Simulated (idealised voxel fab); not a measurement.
process module | voxel capacitor over wiring
cross-section cut | 185 nm wide | cells 5 nm
A cross-section is a grid of square cells, given in bands from the top down. A band is one or more rows of cells.
Each band's line starts with the height of the band's top and of its bottom, in nm. Then come its materials from left to right, each with its width in nm. One material with "throughout" fills the band from edge to edge. "air" is empty space.
Height 0 is the level under which the wafer as received is all one material. The lowest band goes on downwards, as in "0 down".
A width such as "30 to 40" changes by the same amount from each row of cells to the next, from the band's top row to its bottom row.
"no change" after a step means that no cell of the cross-section changed.
closed voids: empty space of 8 cells or more with no open way to the top, each as width x height at its distance from the left edge, in nm
after a step's settings: what the simulator itself notes on the step
overlay nm, on a step with a mask: how far to the right of its planned place the mask lay; to the left if negative
plan
1 op RECEIVE | material Si
2 op CONFORMAL_DEP | material SiO2 | thk nm 15
3 op DIRECTIONAL_DEP | material TiN | thk nm 5
4 op DIRECTIONAL_DEP | material Ru | thk nm 15
5 op MASKED_ETCH | tone cover | mask id METAL_1 | width nm 30 | pitch nm 100 | etch materials Ru | depth nm 15 | overlay nm 0
6 op MASKED_ETCH | tone cover | mask id METAL_1 | width nm 30 | pitch nm 100 | etch materials TiN | depth nm 5 | overlay nm 0
7 op FILL_DEP | material SiO2 | thk nm 5
8 op CMP | height nm 35
9 op CONFORMAL_DEP | material SiCN | thk nm 5
10 op DIRECTIONAL_DEP | material lowk | thk nm 15
11 op DIRECTIONAL_DEP | material aC | thk nm 15
12 op PATTERN | tone open | mask id PLUG_1 | material resist | width nm 15 | thk nm 35 | overlay nm 0
13 op DIRECTIONAL_ETCH | etch materials aC | depth nm 15
14 op STRIP | etch materials resist
15 op DIRECTIONAL_ETCH | etch materials lowk | depth nm 15
16 op DIRECTIONAL_ETCH | etch materials SiCN | depth nm 5
17 op STRIP | etch materials aC
18 op CONFORMAL_DEP | material TiN | thk nm 5
19 op FILL_DEP | material Cu | thk nm 5
20 op CMP | height nm 55
21 op DIRECTIONAL_DEP | material TiN | thk nm 10
22 op DIRECTIONAL_DEP | material HfO2 | thk nm 5
23 op DIRECTIONAL_DEP | material TiN | thk nm 5
24 op DIRECTIONAL_DEP | material aC | thk nm 10
25 op PATTERN | tone cover | mask id UPPER_PLATE | material resist | width nm 75 | thk nm 30 | overlay nm 0
26 op DIRECTIONAL_ETCH | etch materials aC | depth nm 10
27 op STRIP | etch materials resist
28 op DIRECTIONAL_ETCH | etch materials TiN | depth nm 5
29 op DIRECTIONAL_ETCH | etch materials HfO2 | depth nm 5
30 op STRIP | etch materials aC
31 op DIRECTIONAL_DEP | material aC | thk nm 15
32 op PATTERN | tone cover | mask id LOWER_PLATE | material resist | width nm 85 | thk nm 30 | overlay nm 0
33 op DIRECTIONAL_ETCH | etch materials aC | depth nm 15
34 op STRIP | etch materials resist
35 op DIRECTIONAL_ETCH | etch materials TiN | depth nm 10
36 op STRIP | etch materials aC
37 op FILL_DEP | material SiO2 | thk nm 20
38 op CMP | height nm 90
39 op MASKED_ETCH | tone open | mask id PLUG_2 | width nm 15 | etch materials SiO2 | depth nm 15 | overlay nm 0
40 op CONFORMAL_DEP | material TiN | thk nm 5
41 op FILL_DEP | material Ru | thk nm 5
42 op CMP | height nm 90
43 op CONFORMAL_DEP | material SiCN | thk nm 5
as received, after step 1
  0 down: Si throughout
  closed voids: none
first wafer at the end, as planned
  95 to 90: SiCN throughout
  90 to 80: SiO2 50 | TiN 5 | Ru 5 | TiN 5 | SiO2 120
  80 to 70: SiO2 50 to 40 | TiN 15 to 75 | SiO2 120 to 70
  70 to 65: SiO2 40 | HfO2 75 | SiO2 70
  65 to 55: SiO2 35 | TiN 85 | SiO2 65
  55 to 40: lowk 40 | TiN 5 | Cu 5 | TiN 5 | lowk 130
  40 to 35: SiCN 40 | TiN 15 | SiCN 130
  35 to 20: SiO2 25 | Ru 30 | SiO2 70 | Ru 30 | SiO2 30
  20 to 15: SiO2 25 | TiN 30 | SiO2 70 | TiN 30 | SiO2 30
  15 to 0: SiO2 throughout
  0 down: Si throughout
  closed voids: none
second wafer at the end: like start, like plan, one mistake
  95 to 90: SiCN throughout
  90 to 80: SiO2 45 | TiN 5 | Ru 15 | TiN 5 | SiO2 115
  80 to 70: SiO2 45 to 40 | TiN 25 to 75 | SiO2 115 to 70
  70 to 65: SiO2 40 | HfO2 75 | SiO2 70
  65 to 55: SiO2 35 | TiN 85 | SiO2 65
  55 to 40: lowk 40 | TiN 5 | Cu 5 | TiN 5 | lowk 130
  40 to 35: SiCN 40 | TiN 15 | SiCN 130
  35 to 20: SiO2 25 | Ru 30 | SiO2 70 | Ru 30 | SiO2 30
  20 to 15: SiO2 25 | TiN 30 | SiO2 70 | TiN 30 | SiO2 30
  15 to 0: SiO2 throughout
  0 down: Si throughout
  closed voids: none
what went wrong: step 39 ran as: op MASKED_ETCH | tone open | mask id PLUG_2 | width nm 25 | etch materials SiO2 | depth nm 15 | overlay nm 0
at the end the second wafer has, in cells: 4 more of Ru | 6 fewer of SiO2 | 2 more of TiN
